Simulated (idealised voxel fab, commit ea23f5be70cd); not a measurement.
Presented below is a process module, voxel wiring stack.
It is cross-section cut that appears here, measuring 190 nm in width, its square cells being 5 nm in size.
Square cells in a grid make up a cross-section in this document, and the grid is given as bands, listed from the top down, each one or more rows of cells.
Top, bottom (nm), then materials left to right with widths (nm); lone material tagged "all across" fills the whole band edge to edge; "air" = empty space.
Below 0: as-received wafer, all one material; heights counted from there. Lowest band: no bottom, goes on down, written "0 and below".
A width given as "30->40" starts at the first number in the band's top row and ends at the second number in its bottom row, shifting by an equal amount at every step from row to row.
"all unchanged" after a step means that no cell of the cross-section changed.
"Enclosed void entries" specifies each empty space that is not open to the top and that occupies no fewer than 8 cells, using the form width x height at distance, the distance measured from the left edge and all three quantities in nm.
On each step's line, the part that comes after the settings is the simulator's own comment on the step.
What "overlay nm" on a step's line means: if the step has a mask, that mask lay this far to the right of its planned place, or, when the value is negative, to the left.
For the reader: what remains of this document is a series of pairs, each showing a cross-section before one process step and a cross-section after that step which reaches down only to the lowest band that changed, with the step between them and its settings set out under the pair. It should not be assumed that a pair continues from the pair above it; the pairs can come from different runs of this module on the same starting wafer, and such continuity exists only where the entry headed "Before the step" says so.
## Before the step
    130 down to 125: 55 of air / 35 of SiN / 5 of air / 35 of SiN / 60 of air
    125 down to 105: 55 of air / 5 of SiN / 25 of W / 5 of SiN / 5 of air / 5 of SiN / 25 of W / 5 of SiN / 60 of air
    105 down to 100: 60 of SiN / 25 of TiN / 15 of SiN / 25 of TiN / 65 of SiN
    100 down to 85: 60 of SiO2 / 5 of TiN / 5 of Ru / 5 of TiN / 115 of SiO2
    85 down to 80: 60 of SiCN / 15 of TiN / 115 of SiCN
    80 down to 75: 65 of TiN / 5 of Ru / 120 of TiN
    75 down to 65: 60 of SiO2 / 5 of TiN / 5 of Ru / 5 of TiN / 115 of SiO2
    65 down to 60: 60 of SiO2 / 15 of TiN / 115 of SiO2
    60 down to 50: aC all across
    50 down to 45: SiCN all across
    45 down to 40: 55 of SiCN / 35 of Ru / 5 of SiCN / 35 of Ru / 60 of SiCN
    40 down to 20: 60 of SiO2 / 5 of TiN / 15 of W / 5 of TiN / 15 of SiO2 / 5 of TiN / 15 of W / 5 of TiN / 65 of SiO2
    20 down to 15: 60 of SiN / 25 of TiN / 15 of SiN / 25 of TiN / 65 of SiN
    15 down to 0: SiO2 all across
    0 and below: Si all across
    Enclosed void entries: none
## State After Step
    135 down to 130: SiO2 all across
    130 down to 125: 55 of SiO2 / 35 of SiN / 5 of SiO2 / 35 of SiN / 60 of SiO2
    125 down to 105: 55 of SiO2 / 5 of SiN / 25 of W / 5 of SiN / 5 of SiO2 / 5 of SiN / 25 of W / 5 of SiN / 60 of SiO2
    Whatever lies below 105 is exactly as it was before.
    Enclosed void entries: none
The step occurring between the two cross-sections depicted above is identified as op FILL_DEP | material SiO2 | thk nm 5
Before the step: The pre-step condition corresponds to the post-step cross-section depicted in the pair directly above.
## State After Step
    125 down to 105: 55 of SiO2 / 5 of SiN / 25 of W / 5 of SiN / 5 of SiO2 / 5 of SiN / 25 of W / 5 of SiN / 60 of SiO2
    Whatever lies below 105 is exactly as it was before.
    Enclosed void entries: none
The step occurring between the two cross-sections depicted above is identified as op CMP | height nm 125
Before the step: The pre-step condition corresponds to the post-step cross-section depicted in the pair directly above.
## State After Step
    130 down to 125: SiCN all across
    Whatever lies below 125 is exactly as it was before.
    Enclosed void entries: none
The step occurring between the two cross-sections depicted above is identified as op CONFORMAL_DEP | material SiCN | thk nm 5
## Before the step
    0 and below: Si all across
    Enclosed void entries: none
## State After Step
    10 down to 0: SiO2 all across
    Whatever lies below 0 is exactly as it was before.
    Enclosed void entries: none
The step occurring between the two cross-sections depicted above is identified as op CONFORMAL_DEP | material SiO2 | thk nm 10
Before the step: The pre-step condition corresponds to the post-step cross-section depicted in the pair directly above.
## State After Step
    15 down to 10: SiN all across
    Whatever lies below 10 is exactly as it was before.
    Enclosed void entries: none
The step occurring between the two cross-sections depicted above is identified as op CONFORMAL_DEP | material SiN | thk nm 5
Before the step: The pre-step condition corresponds to the post-step cross-section depicted in the pair directly above.
## State After Step
    35 down to 15: SiO2 all across
    Whatever lies below 15 is exactly as it was before.
    Enclosed void entries: none
The step occurring between the two cross-sections depicted above is identified as op DIRECTIONAL_DEP | material SiO2 | thk nm 20
Before the step: The pre-step condition corresponds to the post-step cross-section depicted in the pair directly above.
## State After Step
    55 down to 35: 60 of resist / 25 of air / 15 of resist / 25 of air / 65 of resist
    Whatever lies below 35 is exactly as it was before.
    Enclosed void entries: none
The step occurring between the two cross-sections depicted above is identified as op PATTERN | tone open | mask id METAL_1 | material resist | width nm 25 | pitch nm 40 | thk nm 20 | overlay nm 0
Before the step: The pre-step condition corresponds to the post-step cross-section depicted in the pair directly above.
## State After Step
    55 down to 35: 60 of resist / 25 of air / 15 of resist / 25 of air / 65 of resist
    35 down to 15: 60 of SiO2 / 25 of air / 15 of SiO2 / 25 of air / 65 of SiO2
    Whatever lies below 15 is exactly as it was before.
    Enclosed void entries: none
The step occurring between the two cross-sections depicted above is identified as op DIRECTIONAL_ETCH | etch materials SiO2 | depth nm 20
Before the step: The pre-step condition corresponds to the post-step cross-section depicted in the pair directly above.
## State After Step
    55 down to 35: 60 of resist / 25 of air / 15 of resist / 25 of air / 65 of resist
    35 down to 15: 60 of SiO2 / 25 of air / 15 of SiO2 / 25 of air / 65 of SiO2
    15 down to 10: 60 of SiN / 25 of air / 15 of SiN / 25 of air / 65 of SiN
    Whatever lies below 10 is exactly as it was before.
    Enclosed void entries: none
The step occurring between the two cross-sections depicted above is identified as op DIRECTIONAL_ETCH | etch materials SiN | depth nm 5
Before the step: The pre-step condition corresponds to the post-step cross-section depicted in the pair directly above.
## State After Step
    35 down to 15: 60 of SiO2 / 25 of air / 15 of SiO2 / 25 of air / 65 of SiO2
    Whatever lies below 15 is exactly as it was before.
    Enclosed void entries: none
The step occurring between the two cross-sections depicted above is identified as op STRIP | etch materials resist
Before the step: The pre-step condition corresponds to the post-step cross-section depicted in the pair directly above.
## State After Step
    40 down to 35: 65 of TiN / 15 of air / 25 of TiN / 15 of air / 70 of TiN
    35 down to 15: 60 of SiO2 / 5 of TiN / 15 of air / 5 of TiN / 15 of SiO2 / 5 of TiN / 15 of air / 5 of TiN / 65 of SiO2
    15 down to 10: 60 of SiN / 25 of TiN / 15 of SiN / 25 of TiN / 65 of SiN
    Whatever lies below 10 is exactly as it was before.
    Enclosed void entries: none
The step occurring between the two cross-sections depicted above is identified as op CONFORMAL_DEP | material TiN | thk nm 5
Before the step: The pre-step condition corresponds to the post-step cross-section depicted in the pair directly above.
## State After Step
    45 down to 40: W all across
    40 down to 35: 65 of TiN / 15 of W / 25 of TiN / 15 of W / 70 of TiN
    35 down to 15: 60 of SiO2 / 5 of TiN / 15 of W / 5 of TiN / 15 of SiO2 / 5 of TiN / 15 of W / 5 of TiN / 65 of SiO2
    Whatever lies below 15 is exactly as it was before.
    Enclosed void entries: none
The step occurring between the two cross-sections depicted above is identified as op FILL_DEP | material W | thk nm 5
Before the step: The pre-step condition corresponds to the post-step cross-section depicted in the pair directly above.
## State After Step
    40 down to 35: 65 of TiN / 15 of W / 25 of TiN / 15 of W / 70 of TiN
    Whatever lies below 35 is exactly as it was before.
    Enclosed void entries: none
The step occurring between the two cross-sections depicted above is identified as op CMP | height nm 40
Before the step: The pre-step condition corresponds to the post-step cross-section depicted in the pair directly above.
## State After Step
    45 down to 40: Ru all across
    Whatever lies below 40 is exactly as it was before.
    Enclosed void entries: none
The step occurring between the two cross-sections depicted above is identified as op EPI | material Ru | thk nm 5
Before the step: The pre-step condition corresponds to the post-step cross-section depicted in the pair directly above.
## State After Step
    50 down to 45: SiCN all across
    Whatever lies below 45 is exactly as it was before.
    Enclosed void entries: none
The step occurring between the two cross-sections depicted above is identified as op FILL_DEP | material SiCN | thk nm 5
Before the step: The pre-step condition corresponds to the post-step cross-section depicted in the pair directly above.
## State After Step
    80 down to 50: SiO2 all across
    Whatever lies below 50 is exactly as it was before.
    Enclosed void entries: none
The step occurring between the two cross-sections depicted above is identified as op DIRECTIONAL_DEP | material SiO2 | thk nm 30
Before the step: The pre-step condition corresponds to the post-step cross-section depicted in the pair directly above.
## State After Step
    90 down to 80: aC all across
    Whatever lies below 80 is exactly as it was before.
    Enclosed void entries: none
The step occurring between the two cross-sections depicted above is identified as op DIRECTIONAL_DEP | material aC | thk nm 10
Before the step: The pre-step condition corresponds to the post-step cross-section depicted in the pair directly above.
## State After Step
    120 down to 90: 60 of resist / 25 of air / 15 of resist / 25 of air / 65 of resist
    Whatever lies below 90 is exactly as it was before.
    Enclosed void entries: none
The step occurring between the two cross-sections depicted above is identified as op PATTERN | tone open | mask id METAL_2 | material resist | width nm 25 | pitch nm 40 | thk nm 30 | overlay nm 0
Before the step: The pre-step condition corresponds to the post-step cross-section depicted in the pair directly above.
## State After Step
    110 down to 90: 60 of resist / 25 of air / 15 of resist / 25 of air / 65 of resist
    90 down to 80: 60 of aC / 25 of air / 15 of aC / 25 of air / 65 of aC
    Whatever lies below 80 is exactly as it was before.
    Enclosed void entries: none
The step occurring between the two cross-sections depicted above is identified as op DIRECTIONAL_ETCH | etch materials aC | depth nm 10
Before the step: The pre-step condition corresponds to the post-step cross-section depicted in the pair directly above.
## State After Step
    90 down to 80: 60 of aC / 25 of air / 15 of aC / 25 of air / 65 of aC
    Whatever lies below 80 is exactly as it was before.
    Enclosed void entries: none
The step occurring between the two cross-sections depicted above is identified as op STRIP | etch materials resist
Before the step: The pre-step condition corresponds to the post-step cross-section depicted in the pair directly above.
## State After Step
    90 down to 80: 60 of aC / 25 of air / 15 of aC / 25 of air / 65 of aC
    80 down to 65: 60 of SiO2 / 25 of air / 15 of SiO2 / 25 of air / 65 of SiO2
    Whatever lies below 65 is exactly as it was before.
    Enclosed void entries: none
The step occurring between the two cross-sections depicted above is identified as op DIRECTIONAL_ETCH | etch materials SiO2 | depth nm 15
Before the step: The pre-step condition corresponds to the post-step cross-section depicted in the pair directly above.
## State After Step
    80 down to 65: 60 of SiO2 / 25 of air / 15 of SiO2 / 25 of air / 65 of SiO2
    Whatever lies below 65 is exactly as it was before.
    Enclosed void entries: none
The step occurring between the two cross-sections depicted above is identified as op STRIP | etch materials aC
Before the step: The pre-step condition corresponds to the post-step cross-section depicted in the pair directly above.
## State After Step
    95 down to 80: 60 of resist / 15 of air / 115 of resist
    80 down to 65: 60 of SiO2 / 15 of air / 10 of resist / 15 of SiO2 / 25 of resist / 65 of SiO2
    Whatever lies below 65 is exactly as it was before.
    Enclosed void entries: none
The step occurring between the two cross-sections depicted above is identified as op PATTERN | tone open | mask id METAL_2_HOLES | material resist | width nm 15 | thk nm 15 | overlay nm 0
Before the step: The pre-step condition corresponds to the post-step cross-section depicted in the pair directly above.
## State After Step
    95 down to 80: 60 of resist / 15 of air / 115 of resist
    80 down to 65: 60 of SiO2 / 15 of air / 10 of resist / 15 of SiO2 / 25 of resist / 65 of SiO2
    65 down to 50: 60 of SiO2 / 15 of air / 115 of SiO2
    Whatever lies below 50 is exactly as it was before.
    Enclosed void entries: none
The step occurring between the two cross-sections depicted above is identified as op DIRECTIONAL_ETCH | etch materials SiO2 | depth nm 15
Before the step: The pre-step condition corresponds to the post-step cross-section depicted in the pair directly above.
## State After Step
    95 down to 80: 60 of resist / 15 of air / 115 of resist
    80 down to 65: 60 of SiO2 / 15 of air / 10 of resist / 15 of SiO2 / 25 of resist / 65 of SiO2
    65 down to 50: 60 of SiO2 / 15 of air / 115 of SiO2
    50 down to 45: 60 of SiCN / 15 of air / 115 of SiCN
    Whatever lies below 45 is exactly as it was before.
    Enclosed void entries: none
The step occurring between the two cross-sections depicted above is identified as op DIRECTIONAL_ETCH | etch materials SiCN | depth nm 5
Before the step: The pre-step condition corresponds to the post-step cross-section depicted in the pair directly above.
## State After Step
    80 down to 65: 60 of SiO2 / 25 of air / 15 of SiO2 / 25 of air / 65 of SiO2
    Whatever lies below 65 is exactly as it was before.
    Enclosed void entries: none
The step occurring between the two cross-sections depicted above is identified as op STRIP | etch materials resist
Before the step: The pre-step condition corresponds to the post-step cross-section depicted in the pair directly above.
## State After Step
    85 down to 80: 65 of TiN / 15 of air / 25 of TiN / 15 of air / 70 of TiN
    80 down to 70: 60 of SiO2 / 5 of TiN / 15 of air / 5 of TiN / 15 of SiO2 / 5 of TiN / 15 of air / 5 of TiN / 65 of SiO2
    70 down to 65: 60 of SiO2 / 5 of TiN / 5 of air / 15 of TiN / 15 of SiO2 / 25 of TiN / 65 of SiO2
    65 down to 50: 60 of SiO2 / 5 of TiN / 5 of air / 5 of TiN / 115 of SiO2
    50 down to 45: 60 of SiCN / 15 of TiN / 115 of SiCN
    Whatever lies below 45 is exactly as it was before.
    Enclosed void entries: none
The step occurring between the two cross-sections depicted above is identified as op CONFORMAL_DEP | material TiN | thk nm 5
Before the step: The pre-step condition corresponds to the post-step cross-section depicted in the pair directly above.
## State After Step
    95 down to 85: Ru all across
    85 down to 80: 65 of TiN / 15 of Ru / 25 of TiN / 15 of Ru / 70 of TiN
    80 down to 70: 60 of SiO2 / 5 of TiN / 15 of Ru / 5 of TiN / 15 of SiO2 / 5 of TiN / 15 of Ru / 5 of TiN / 65 of SiO2
    70 down to 65: 60 of SiO2 / 5 of TiN / 5 of Ru / 15 of TiN / 15 of SiO2 / 25 of TiN / 65 of SiO2
    65 down to 50: 60 of SiO2 / 5 of TiN / 5 of Ru / 5 of TiN / 115 of SiO2
    Whatever lies below 50 is exactly as it was before.
    Enclosed void entries: none
The step occurring between the two cross-sections depicted above is identified as op FILL_DEP | material Ru | thk nm 10
Before the step: The pre-step condition corresponds to the post-step cross-section depicted in the pair directly above.
## State After Step
    80 down to 70: 60 of SiO2 / 5 of TiN / 15 of Ru / 5 of TiN / 15 of SiO2 / 5 of TiN / 15 of Ru / 5 of TiN / 65 of SiO2
    Whatever lies below 70 is exactly as it was before.
    Enclosed void entries: none
The step occurring between the two cross-sections depicted above is identified as op CMP | height nm 80
Before the step: The pre-step condition corresponds to the post-step cross-section depicted in the pair directly above.
## State After Step
    85 down to 80: SiCN all across
    Whatever lies below 80 is exactly as it was before.
    Enclosed void entries: none
The step occurring between the two cross-sections depicted above is identified as op CONFORMAL_DEP | material SiCN | thk nm 5
Before the step: The pre-step condition corresponds to the post-step cross-section depicted in the pair directly above.
## State After Step
    100 down to 85: SiO2 all across
    Whatever lies below 85 is exactly as it was before.
    Enclosed void entries: none
The step occurring between the two cross-sections depicted above is identified as op DIRECTIONAL_DEP | material SiO2 | thk nm 15
Before the step: The pre-step condition corresponds to the post-step cross-section depicted in the pair directly above.
## State After Step
    115 down to 100: aC all across
    Whatever lies below 100 is exactly as it was before.
    Enclosed void entries: none
The step occurring between the two cross-sections depicted above is identified as op DIRECTIONAL_DEP | material aC | thk nm 15
Before the step: The pre-step condition corresponds to the post-step cross-section depicted in the pair directly above.
## State After Step
    150 down to 115: 60 of resist / 15 of air / 115 of resist
    Whatever lies below 115 is exactly as it was before.
    Enclosed void entries: none
The step occurring between the two cross-sections depicted above is identified as op PATTERN | tone open | mask id PLUG_2 | material resist | width nm 15 | thk nm 35 | overlay nm 0
Before the step: The pre-step condition corresponds to the post-step cross-section depicted in the pair directly above.
## State After Step
    135 down to 115: 60 of resist / 15 of air / 115 of resist
    115 down to 100: 60 of aC / 15 of air / 115 of aC
    Whatever lies below 100 is exactly as it was before.
    Enclosed void entries: none
The step occurring between the two cross-sections depicted above is identified as op DIRECTIONAL_ETCH | etch materials aC | depth nm 15
Before the step: The pre-step condition corresponds to the post-step cross-section depicted in the pair directly above.
## State After Step
    115 down to 100: 60 of aC / 15 of air / 115 of aC
    Whatever lies below 100 is exactly as it was before.
    Enclosed void entries: none
The step occurring between the two cross-sections depicted above is identified as op STRIP | etch materials resist
Before the step: The pre-step condition corresponds to the post-step cross-section depicted in the pair directly above.
## State After Step
    115 down to 100: 60 of aC / 15 of air / 115 of aC
    100 down to 85: 60 of SiO2 / 15 of air / 115 of SiO2
    Whatever lies below 85 is exactly as it was before.
    Enclosed void entries: none
The step occurring between the two cross-sections depicted above is identified as op DIRECTIONAL_ETCH | etch materials SiO2 | depth nm 15
Before the step: The pre-step condition corresponds to the post-step cross-section depicted in the pair directly above.
## State After Step
    115 down to 100: 60 of aC / 15 of air / 115 of aC
    100 down to 85: 60 of SiO2 / 15 of air / 115 of SiO2
    85 down to 80: 60 of SiCN / 15 of air / 115 of SiCN
    Whatever lies below 80 is exactly as it was before.
    Enclosed void entries: none
The step occurring between the two cross-sections depicted above is identified as op DIRECTIONAL_ETCH | etch materials SiCN | depth nm 5
Before the step: The pre-step condition corresponds to the post-step cross-section depicted in the pair directly above.
## State After Step
    100 down to 85: 60 of SiO2 / 15 of air / 115 of SiO2
    Whatever lies below 85 is exactly as it was before.
    Enclosed void entries: none
The step occurring between the two cross-sections depicted above is identified as op STRIP | etch materials aC
Before the step: The pre-step condition corresponds to the post-step cross-section depicted in the pair directly above.
## State After Step
    105 down to 100: 65 of TiN / 5 of air / 120 of TiN
    100 down to 85: 60 of SiO2 / 5 of TiN / 5 of air / 5 of TiN / 115 of SiO2
    85 down to 80: 60 of SiCN / 15 of TiN / 115 of SiCN
    Whatever lies below 80 is exactly as it was before.
    Enclosed void entries: none
The step occurring between the two cross-sections depicted above is identified as op CONFORMAL_DEP | material TiN | thk nm 5
Before the step: The pre-step condition corresponds to the post-step cross-section depicted in the pair directly above.
## State After Step
    110 down to 105: Ru all across
    105 down to 100: 65 of TiN / 5 of Ru / 120 of TiN
    100 down to 85: 60 of SiO2 / 5 of TiN / 5 of Ru / 5 of TiN / 115 of SiO2
    Whatever lies below 85 is exactly as it was before.
    Enclosed void entries: none
The step occurring between the two cross-sections depicted above is identified as op FILL_DEP | material Ru | thk nm 5
Before the step: The pre-step condition corresponds to the post-step cross-section depicted in the pair directly above.
## State After Step
    100 down to 85: 60 of SiO2 / 5 of TiN / 5 of Ru / 5 of TiN / 115 of SiO2
    Whatever lies below 85 is exactly as it was before.
    Enclosed void entries: none
The step occurring between the two cross-sections depicted above is identified as op CMP | height nm 100
Before the step: The pre-step condition corresponds to the post-step cross-section depicted in the pair directly above.
## State After Step
    105 down to 100: TiN all across
    Whatever lies below 100 is exactly as it was before.
    Enclosed void entries: none
The step occurring between the two cross-sections depicted above is identified as op DIRECTIONAL_DEP | material TiN | thk nm 5
Before the step: The pre-step condition corresponds to the post-step cross-section depicted in the pair directly above.
## State After Step
    125 down to 105: W all across
    Whatever lies below 105 is exactly as it was before.
    Enclosed void entries: none
The step occurring between the two cross-sections depicted above is identified as op DIRECTIONAL_DEP | material W | thk nm 20
Before the step: The pre-step condition corresponds to the post-step cross-section depicted in the pair directly above.
## State After Step
    145 down to 125: 60 of air / 25 of resist / 15 of air / 25 of resist / 65 of air
    Whatever lies below 125 is exactly as it was before.
    Enclosed void entries: none
The step occurring between the two cross-sections depicted above is identified as op PATTERN | tone cover | mask id METAL_3 | material resist | width nm 25 | pitch nm 40 | thk nm 20 | overlay nm 0
Before the step: The pre-step condition corresponds to the post-step cross-section depicted in the pair directly above.
## State After Step
    145 down to 125: 60 of air / 25 of resist / 15 of air / 25 of resist / 65 of air
    125 down to 105: 60 of air / 25 of W / 15 of air / 25 of W / 65 of air
    Whatever lies below 105 is exactly as it was before.
    Enclosed void entries: none
The step occurring between the two cross-sections depicted above is identified as op DIRECTIONAL_ETCH | etch materials W | depth nm 20
Before the step: The pre-step condition corresponds to the post-step cross-section depicted in the pair directly above.
## State After Step
    145 down to 125: 60 of air / 25 of resist / 15 of air / 25 of resist / 65 of air
    125 down to 105: 60 of air / 25 of W / 15 of air / 25 of W / 65 of air
    105 down to 100: 60 of air / 25 of TiN / 15 of air / 25 of TiN / 65 of air
    Whatever lies below 100 is exactly as it was before.
    Enclosed void entries: none
The step occurring between the two cross-sections depicted above is identified as op DIRECTIONAL_ETCH | etch materials TiN | depth nm 5
Before the step: The pre-step condition corresponds to the post-step cross-section depicted in the pair directly above.
## State After Step
    125 down to 105: 60 of air / 25 of W / 15 of air / 25 of W / 65 of air
    Whatever lies below 105 is exactly as it was before.
    Enclosed void entries: none
The step occurring between the two cross-sections depicted above is identified as op STRIP | etch materials resist
Before the step: The pre-step condition corresponds to the post-step cross-section depicted in the pair directly above.
## State After Step
    130 down to 125: 55 of air / 35 of SiN / 5 of air / 35 of SiN / 60 of air
    125 down to 105: 55 of air / 5 of SiN / 25 of W / 5 of SiN / 5 of air / 5 of SiN / 25 of W / 5 of SiN / 60 of air
    105 down to 100: 60 of SiN / 25 of TiN / 15 of SiN / 25 of TiN / 65 of SiN
    Whatever lies below 100 is exactly as it was before.
    Enclosed void entries: none
The step occurring between the two cross-sections depicted above is identified as op CONFORMAL_DEP | material SiN | thk nm 5
Before the step: The pre-step condition corresponds to the post-step cross-section depicted in the pair directly above.
## State After Step
    135 down to 130: SiO2 all across
    130 down to 125: 55 of SiO2 / 35 of SiN / 5 of SiO2 / 35 of SiN / 60 of SiO2
    125 down to 105: 55 of SiO2 / 5 of SiN / 25 of W / 5 of SiN / 5 of SiO2 / 5 of SiN / 25 of W / 5 of SiN / 60 of SiO2
    Whatever lies below 105 is exactly as it was before.
    Enclosed void entries: none
The step occurring between the two cross-sections depicted above is identified as op FILL_DEP | material SiO2 | thk nm 5
Before the step: The pre-step condition corresponds to the post-step cross-section depicted in the pair directly above.
## State After Step
    125 down to 105: 55 of SiO2 / 5 of SiN / 25 of W / 5 of SiN / 5 of SiO2 / 5 of SiN / 25 of W / 5 of SiN / 60 of SiO2
    Whatever lies below 105 is exactly as it was before.
    Enclosed void entries: none
The step occurring between the two cross-sections depicted above is identified as op CMP | height nm 125
Before the step: The pre-step condition corresponds to the post-step cross-section depicted in the pair directly above.
## State After Step
    130 down to 125: SiCN all across
    Whatever lies below 125 is exactly as it was before.
    Enclosed void entries: none
The step occurring between the two cross-sections depicted above is identified as op CONFORMAL_DEP | material SiCN | thk nm 5
## Before the step
    125 down to 105: W all across
    105 down to 100: TiN all across
    100 down to 85: 60 of SiO2 / 5 of TiN / 5 of Ru / 5 of TiN / 115 of SiO2
    85 down to 80: 60 of SiCN / 15 of TiN / 115 of SiCN
    80 down to 70: 60 of SiO2 / 5 of TiN / 15 of Ru / 5 of TiN / 15 of SiO2 / 5 of TiN / 15 of Ru / 5 of TiN / 65 of SiO2
    70 down to 65: 60 of SiO2 / 5 of TiN / 5 of Ru / 15 of TiN / 15 of SiO2 / 25 of TiN / 65 of SiO2
    65 down to 50: 60 of SiO2 / 5 of TiN / 5 of Ru / 5 of TiN / 115 of SiO2
    50 down to 45: 60 of SiCN / 15 of TiN / 115 of SiCN
    45 down to 40: 55 of SiCN / 35 of Ru / 5 of SiCN / 35 of Ru / 60 of SiCN
    40 down to 20: 60 of SiO2 / 5 of TiN / 15 of W / 5 of TiN / 15 of SiO2 / 5 of TiN / 15 of W / 5 of TiN / 65 of SiO2
    20 down to 15: 60 of SiN / 25 of TiN / 15 of SiN / 25 of TiN / 65 of SiN
    15 down to 0: SiO2 all across
    0 and below: Si all across
    Enclosed void entries: none
## State After Step
    145 down to 125: 65 of air / 20 of resist / 20 of air / 20 of resist / 65 of air
    Whatever lies below 125 is exactly as it was before.
    Enclosed void entries: none
The step occurring between the two cross-sections depicted above is identified as op PATTERN | tone cover | mask id METAL_3 | material resist | width nm 20 | pitch nm 40 | thk nm 20 | overlay nm 0
Before the step: The pre-step condition corresponds to the post-step cross-section depicted in the pair directly above.
## State After Step
    145 down to 125: 65 of air / 20 of resist / 20 of air / 20 of resist / 65 of air
    125 down to 105: 65 of air / 20 of W / 20 of air / 20 of W / 65 of air
    Whatever lies below 105 is exactly as it was before.
    Enclosed void entries: none
The step occurring between the two cross-sections depicted above is identified as op DIRECTIONAL_ETCH | etch materials W | depth nm 20
Before the step: The pre-step condition corresponds to the post-step cross-section depicted in the pair directly above.
## State After Step
    145 down to 125: 65 of air / 20 of resist / 20 of air / 20 of resist / 65 of air
    125 down to 105: 65 of air / 20 of W / 20 of air / 20 of W / 65 of air
    105 down to 100: 65 of air / 20 of TiN / 20 of air / 20 of TiN / 65 of air
    Whatever lies below 100 is exactly as it was before.
    Enclosed void entries: none
The step occurring between the two cross-sections depicted above is identified as op DIRECTIONAL_ETCH | etch materials TiN | depth nm 5
Before the step: The pre-step condition corresponds to the post-step cross-section depicted in the pair directly above.
## State After Step
    125 down to 105: 65 of air / 20 of W / 20 of air / 20 of W / 65 of air
    Whatever lies below 105 is exactly as it was before.
    Enclosed void entries: none
The step occurring between the two cross-sections depicted above is identified as op STRIP | etch materials resist
Before the step: The pre-step condition corresponds to the post-step cross-section depicted in the pair directly above.
## State After Step
    130 down to 125: 60 of air / 30 of SiN / 10 of air / 30 of SiN / 60 of air
    125 down to 105: 60 of air / 5 of SiN / 20 of W / 5 of SiN / 10 of air / 5 of SiN / 20 of W / 5 of SiN / 60 of air
    105 down to 100: 65 of SiN / 20 of TiN / 20 of SiN / 20 of TiN / 65 of SiN
    Whatever lies below 100 is exactly as it was before.
    Enclosed void entries: none
The step occurring between the two cross-sections depicted above is identified as op CONFORMAL_DEP | material SiN | thk nm 5
Before the step: The pre-step condition corresponds to the post-step cross-section depicted in the pair directly above.
## State After Step
    135 down to 130: SiO2 all across
    130 down to 125: 60 of SiO2 / 30 of SiN / 10 of SiO2 / 30 of SiN / 60 of SiO2
    125 down to 105: 60 of SiO2 / 5 of SiN / 20 of W / 5 of SiN / 10 of SiO2 / 5 of SiN / 20 of W / 5 of SiN / 60 of SiO2
    Whatever lies below 105 is exactly as it was before.
    Enclosed void entries: none
The step occurring between the two cross-sections depicted above is identified as op FILL_DEP | material SiO2 | thk nm 5
Before the step: The pre-step condition corresponds to the post-step cross-section depicted in the pair directly above.
## State After Step
    125 down to 105: 60 of SiO2 / 5 of SiN / 20 of W / 5 of SiN / 10 of SiO2 / 5 of SiN / 20 of W / 5 of SiN / 60 of SiO2
    Whatever lies below 105 is exactly as it was before.
    Enclosed void entries: none
The step occurring between the two cross-sections depicted above is identified as op CMP | height nm 125
Before the step: The pre-step condition corresponds to the post-step cross-section depicted in the pair directly above.
## State After Step
    130 down to 125: SiCN all across
    Whatever lies below 125 is exactly as it was before.
    Enclosed void entries: none
The step occurring between the two cross-sections depicted above is identified as op CONFORMAL_DEP | material SiCN | thk nm 5
## Before the step
    115 down to 100: aC all across
    100 down to 85: SiO2 all across
    85 down to 80: SiCN all across
    80 down to 70: 60 of SiO2 / 5 of TiN / 15 of Ru / 5 of TiN / 15 of SiO2 / 5 of TiN / 15 of Ru / 5 of TiN / 65 of SiO2
    70 down to 65: 60 of SiO2 / 5 of TiN / 5 of Ru / 15 of TiN / 15 of SiO2 / 25 of TiN / 65 of SiO2
    65 down to 50: 60 of SiO2 / 5 of TiN / 5 of Ru / 5 of TiN / 115 of SiO2
    50 down to 45: 60 of SiCN / 15 of TiN / 115 of SiCN
    45 down to 40: 55 of SiCN / 35 of Ru / 5 of SiCN / 35 of Ru / 60 of SiCN
    40 down to 20: 60 of SiO2 / 5 of TiN / 15 of W / 5 of TiN / 15 of SiO2 / 5 of TiN / 15 of W / 5 of TiN / 65 of SiO2
    20 down to 15: 60 of SiN / 25 of TiN / 15 of SiN / 25 of TiN / 65 of SiN
    15 down to 0: SiO2 all across
    0 and below: Si all across
    Enclosed void entries: none
## State After Step
    150 down to 115: 70 of resist / 15 of air / 105 of resist
    Whatever lies below 115 is exactly as it was before.
    Enclosed void entries: none
The step occurring between the two cross-sections depicted above is identified as op PATTERN | tone open | mask id PLUG_2 | material resist | width nm 15 | thk nm 35 | overlay nm 10
Before the step: The pre-step condition corresponds to the post-step cross-section depicted in the pair directly above.
## State After Step
    135 down to 115: 70 of resist / 15 of air / 105 of resist
    115 down to 100: 70 of aC / 15 of air / 105 of aC
    Whatever lies below 100 is exactly as it was before.
    Enclosed void entries: none
The step occurring between the two cross-sections depicted above is identified as op DIRECTIONAL_ETCH | etch materials aC | depth nm 15
Before the step: The pre-step condition corresponds to the post-step cross-section depicted in the pair directly above.
## State After Step
    115 down to 100: 70 of aC / 15 of air / 105 of aC
    Whatever lies below 100 is exactly as it was before.
    Enclosed void entries: none
The step occurring between the two cross-sections depicted above is identified as op STRIP | etch materials resist
Before the step: The pre-step condition corresponds to the post-step cross-section depicted in the pair directly above.
## State After Step
    115 down to 100: 70 of aC / 15 of air / 105 of aC
    100 down to 85: 70 of SiO2 / 15 of air / 105 of SiO2
    Whatever lies below 85 is exactly as it was before.
    Enclosed void entries: none
The step occurring between the two cross-sections depicted above is identified as op DIRECTIONAL_ETCH | etch materials SiO2 | depth nm 15
Before the step: The pre-step condition corresponds to the post-step cross-section depicted in the pair directly above.
## State After Step
    115 down to 100: 70 of aC / 15 of air / 105 of aC
    100 down to 85: 70 of SiO2 / 15 of air / 105 of SiO2
    85 down to 80: 70 of SiCN / 15 of air / 105 of SiCN
    Whatever lies below 80 is exactly as it was before.
    Enclosed void entries: none
The step occurring between the two cross-sections depicted above is identified as op DIRECTIONAL_ETCH | etch materials SiCN | depth nm 5
Before the step: The pre-step condition corresponds to the post-step cross-section depicted in the pair directly above.
## State After Step
    100 down to 85: 70 of SiO2 / 15 of air / 105 of SiO2
    Whatever lies below 85 is exactly as it was before.
    Enclosed void entries: none
The step occurring between the two cross-sections depicted above is identified as op STRIP | etch materials aC
Before the step: The pre-step condition corresponds to the post-step cross-section depicted in the pair directly above.
## State After Step
    105 down to 100: 75 of TiN / 5 of air / 110 of TiN
    100 down to 85: 70 of SiO2 / 5 of TiN / 5 of air / 5 of TiN / 105 of SiO2
    85 down to 80: 70 of SiCN / 15 of TiN / 105 of SiCN
    Whatever lies below 80 is exactly as it was before.
    Enclosed void entries: none
The step occurring between the two cross-sections depicted above is identified as op CONFORMAL_DEP | material TiN | thk nm 5
Before the step: The pre-step condition corresponds to the post-step cross-section depicted in the pair directly above.
## State After Step
    110 down to 105: Ru all across
    105 down to 100: 75 of TiN / 5 of Ru / 110 of TiN
    100 down to 85: 70 of SiO2 / 5 of TiN / 5 of Ru / 5 of TiN / 105 of SiO2
    Whatever lies below 85 is exactly as it was before.
    Enclosed void entries: none
The step occurring between the two cross-sections depicted above is identified as op FILL_DEP | material Ru | thk nm 5
